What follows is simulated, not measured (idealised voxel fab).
Process module under the name voxel tone inversion
This is section cut - it's 230 nm across, gridded in 5 nm square cells.
When this document writes out a cross-section, it uses a grid of square cells and lists it as bands, beginning at the top and moving down, with a band standing for one or more rows of cells. A band entry consists of two parts. The first gives the height of the band's top and the height of its bottom, in nm. The rest lists the band's materials from left to right, each with its width in nm. A single material labelled with the word "all across" fills the band from edge to edge, and the word "blank" marks empty space. Convention: height 0 is the level below which the wafer, as received, is all one material. The lowest band does not terminate at the bottom but continues downward, represented as "0 -> down". When a width is written as two numbers, as in "30..40", the first number is the width in the top row of cells of the band and the second is the width in its bottom row, and the width changes by the same amount from each row to the next. "same as before" for a step: no cell of the cross-section changed in that step. Heads up: "Fully enclosed voids" only lists the empty pockets with no open path to the top that are 8 cells or more, and it writes them as width x height at distance, distance from the left edge, in nm. What comes after the settings on a step's line is commentary from the simulator itself on that step. The setting "overlay nm" may be written on the line of a step. When the step uses a mask, the value reports how far to the right of the planned place the mask lay, and a negative value reports that it lay to the left.

Here's what the planned process steps look like
1) RECEIVE,material Si
2) CONFORMAL_DEP,material SiCN,thk nm 5
3) DIRECTIONAL_DEP,material polySi,thk nm 25
4) PATTERN,tone cover,mask id POSTS,material resist,width nm 25,pitch nm 50,thk nm 35,overlay nm 0
5) DIRECTIONAL_ETCH,etch materials polySi,depth nm 25
6) STRIP,etch materials resist
7) FILL_DEP,material lowk,thk nm 5
8) CMP,height nm 30
9) STRIP,etch materials polySi

Cross-sectional view of the wafer in its as-received condition, corresponding to the state after step 1
    0 -> down: Si all across
    Fully enclosed voids: none

Cross-section taken at module completion on the first of two wafers; processed per the plan
    30 -> 5: lowk 50  blank 25  lowk 25  blank 25  lowk 25  blank 25  lowk 55
    5 -> 0: SiCN all across
    0 -> down: Si all across
    Fully enclosed voids: none

Second wafer cross-section at end of module - shared start and plan with the first, one mistake in the run
    30 -> 5: lowk 55  blank 20  lowk 30  blank 20  lowk 30  blank 20  lowk 55
    5 -> 0: SiCN all across
    0 -> down: Si all across
    Fully enclosed voids: none
Plan not followed: step 4 ran with different settings than intended, the actual operation and settings being PATTERN,tone cover,mask id POSTS,material resist,width nm 20,pitch nm 50,thk nm 35,overlay nm 0
Once processing is complete, comparing cell counts shows that the second wafer has more or fewer of certain materials than the first: lowk +15
